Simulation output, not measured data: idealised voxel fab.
process module | voxel self aligned vias
cross-section cut | 175 nm wide | cells 5 nm
A cross-section is a grid of square cells, given in bands from the top down. A band is one or more rows of cells.
Each band's line starts with the height of the band's top and of its bottom, in nm. Then come its materials from left to right, each with its width in nm. One material with "throughout" fills the band from edge to edge. "air" is empty space.
Height 0 is the level under which the wafer as received is all one material. The lowest band goes on downwards, as in "0 down".
A width such as "30 to 40" changes by the same amount from each row of cells to the next, from the band's top row to its bottom row.
"no change" after a step means that no cell of the cross-section changed.
closed voids: empty space of 8 cells or more with no open way to the top, each as width x height at its distance from the left edge, in nm
after a step's settings: what the simulator itself notes on the step
overlay nm, on a step with a mask: how far to the right of its planned place the mask lay; to the left if negative
plan
1 op RECEIVE | material Si
2 op CONFORMAL_DEP | material SiO2 | thk nm 15
3 op CONFORMAL_DEP | material SiCN | thk nm 5
4 op DIRECTIONAL_DEP | material lowk | thk nm 25
5 op DIRECTIONAL_DEP | material aC | thk nm 15
6 op PATTERN | tone open | mask id LINES | material resist | width nm 25 | pitch nm 65 | thk nm 35 | overlay nm 0
7 op DIRECTIONAL_ETCH | etch materials aC | depth nm 15
8 op STRIP | etch materials resist
9 op DIRECTIONAL_ETCH | etch materials lowk | depth nm 25
10 op STRIP | etch materials aC
11 op CONFORMAL_DEP | material TiN | thk nm 5
12 op FILL_DEP | material W | thk nm 10
13 op CMP | height nm 45
14 op SELECTIVE_ETCH | etch materials W Ru TiN | depth nm 5
15 op FILL_DEP | material SiN | thk nm 5
16 op CMP | height nm 45
17 op DIRECTIONAL_DEP | material lowk | thk nm 15
18 op MASKED_ETCH | tone open | mask id VIAS | width nm 35 | etch materials lowk | depth nm 15 | overlay nm 0
19 op MASKED_ETCH | tone open | mask id VIAS | width nm 35 | etch materials SiN | depth nm 5 | overlay nm 0
20 op CONFORMAL_DEP | material TiN | thk nm 5
21 op FILL_DEP | material Cu | thk nm 5
22 op CMP | height nm 60
23 op CONFORMAL_DEP | material SiN | thk nm 5
first wafer, as planned
as received, after step 1
  0 down: Si throughout
  closed voids: none
after step 2
  15 to 0: SiO2 throughout
  below 0: unchanged
after step 3
  20 to 15: SiCN throughout
  below 15: unchanged
after step 4
  45 to 20: lowk throughout
  below 20: unchanged
after step 5
  60 to 45: aC throughout
  below 45: unchanged
after step 6
  95 to 60: resist 40 | air 25 | resist 40 | air 25 | resist 45
  below 60: unchanged
after step 7
  80 to 60: resist 40 | air 25 | resist 40 | air 25 | resist 45
  60 to 45: aC 40 | air 25 | aC 40 | air 25 | aC 45
  below 45: unchanged
after step 8
  60 to 45: aC 40 | air 25 | aC 40 | air 25 | aC 45
  below 45: unchanged
after step 9
  60 to 45: aC 40 | air 25 | aC 40 | air 25 | aC 45
  45 to 20: lowk 40 | air 25 | lowk 40 | air 25 | lowk 45
  below 20: unchanged
after step 10
  45 to 20: lowk 40 | air 25 | lowk 40 | air 25 | lowk 45
  below 20: unchanged
after step 11
  50 to 45: TiN 45 | air 15 | TiN 50 | air 15 | TiN 50
  45 to 25: lowk 40 | TiN 5 | air 15 | TiN 5 | lowk 40 | TiN 5 | air 15 | TiN 5 | lowk 45
  25 to 20: lowk 40 | TiN 25 | lowk 40 | TiN 25 | lowk 45
  below 20: unchanged
after step 12
  60 to 50: W throughout
  50 to 45: TiN 45 | W 15 | TiN 50 | W 15 | TiN 50
  45 to 25: lowk 40 | TiN 5 | W 15 | TiN 5 | lowk 40 | TiN 5 | W 15 | TiN 5 | lowk 45
  below 25: unchanged
after step 13
  45 to 25: lowk 40 | TiN 5 | W 15 | TiN 5 | lowk 40 | TiN 5 | W 15 | TiN 5 | lowk 45
  below 25: unchanged
after step 14
  45 to 40: lowk 40 | air 25 | lowk 40 | air 25 | lowk 45
  below 40: unchanged
after step 15
  50 to 45: SiN throughout
  45 to 40: lowk 40 | SiN 25 | lowk 40 | SiN 25 | lowk 45
  below 40: unchanged
after step 16
  45 to 40: lowk 40 | SiN 25 | lowk 40 | SiN 25 | lowk 45
  below 40: unchanged
after step 17
  60 to 45: lowk throughout
  below 45: unchanged
after step 18
  60 to 45: lowk 35 | air 35 | lowk 105
  below 45: unchanged
after step 19
  60 to 45: lowk 35 | air 35 | lowk 105
  45 to 40: lowk 40 | air 25 | lowk 40 | SiN 25 | lowk 45
  below 40: unchanged
after step 20
  65 to 60: TiN 40 | air 25 | TiN 110
  60 to 50: lowk 35 | TiN 5 | air 25 | TiN 5 | lowk 105
  50 to 45: lowk 35 | TiN 10 | air 15 | TiN 10 | lowk 105
  45 to 40: lowk 40 | TiN 25 | lowk 40 | SiN 25 | lowk 45
  below 40: unchanged
after step 21
  70 to 65: Cu throughout
  65 to 60: TiN 40 | Cu 25 | TiN 110
  60 to 50: lowk 35 | TiN 5 | Cu 25 | TiN 5 | lowk 105
  50 to 45: lowk 35 | TiN 10 | Cu 15 | TiN 10 | lowk 105
  below 45: unchanged
after step 22
  60 to 50: lowk 35 | TiN 5 | Cu 25 | TiN 5 | lowk 105
  below 50: unchanged
after step 23
  65 to 60: SiN throughout
  below 60: unchanged
second wafer: like start, like plan, one mistake. Through step 1 it matches the first wafer
when step 2 should have ended: no change
when step 3 should have ended
  5 to 0: SiCN throughout
  below 0: unchanged
when step 4 should have ended
  30 to 5: lowk throughout
  below 5: unchanged
when step 5 should have ended
  45 to 30: aC throughout
  below 30: unchanged
when step 6 should have ended
  80 to 45: resist 40 | air 25 | resist 40 | air 25 | resist 45
  below 45: unchanged
when step 7 should have ended
  65 to 45: resist 40 | air 25 | resist 40 | air 25 | resist 45
  45 to 30: aC 40 | air 25 | aC 40 | air 25 | aC 45
  below 30: unchanged
when step 8 should have ended
  45 to 30: aC 40 | air 25 | aC 40 | air 25 | aC 45
  below 30: unchanged
when step 9 should have ended
  45 to 30: aC 40 | air 25 | aC 40 | air 25 | aC 45
  30 to 5: lowk 40 | air 25 | lowk 40 | air 25 | lowk 45
  below 5: unchanged
when step 10 should have ended
  30 to 5: lowk 40 | air 25 | lowk 40 | air 25 | lowk 45
  below 5: unchanged
when step 11 should have ended
  35 to 30: TiN 45 | air 15 | TiN 50 | air 15 | TiN 50
  30 to 10: lowk 40 | TiN 5 | air 15 | TiN 5 | lowk 40 | TiN 5 | air 15 | TiN 5 | lowk 45
  10 to 5: lowk 40 | TiN 25 | lowk 40 | TiN 25 | lowk 45
  below 5: unchanged
when step 12 should have ended
  45 to 35: W throughout
  35 to 30: TiN 45 | W 15 | TiN 50 | W 15 | TiN 50
  30 to 10: lowk 40 | TiN 5 | W 15 | TiN 5 | lowk 40 | TiN 5 | W 15 | TiN 5 | lowk 45
  below 10: unchanged
when step 13 should have ended: no change
when step 14 should have ended
  40 to 35: W throughout
  below 35: unchanged
when step 15 should have ended
  45 to 40: SiN throughout
  below 40: unchanged
when step 16 should have ended: no change
when step 17 should have ended
  60 to 45: lowk throughout
  below 45: unchanged
when step 18 should have ended
  60 to 45: lowk 35 | air 35 | lowk 105
  below 45: unchanged
when step 19 should have ended
  60 to 45: lowk 35 | air 35 | lowk 105
  45 to 40: SiN 35 | air 35 | SiN 105
  below 40: unchanged
when step 20 should have ended
  65 to 60: TiN 40 | air 25 | TiN 110
  60 to 45: lowk 35 | TiN 5 | air 25 | TiN 5 | lowk 105
  45 to 40: SiN 35 | TiN 35 | SiN 105
  below 40: unchanged
when step 21 should have ended
  70 to 65: Cu throughout
  65 to 60: TiN 40 | Cu 25 | TiN 110
  60 to 45: lowk 35 | TiN 5 | Cu 25 | TiN 5 | lowk 105
  below 45: unchanged
when step 22 should have ended
  60 to 45: lowk 35 | TiN 5 | Cu 25 | TiN 5 | lowk 105
  below 45: unchanged
when step 23 should have ended
  65 to 60: SiN throughout
  below 60: unchanged
what went wrong: step 2 was left out
at the end the second wafer has, in cells: 2 more of Cu | 23 more of SiN | 105 fewer of SiO2 | 33 more of TiN | 47 more of W
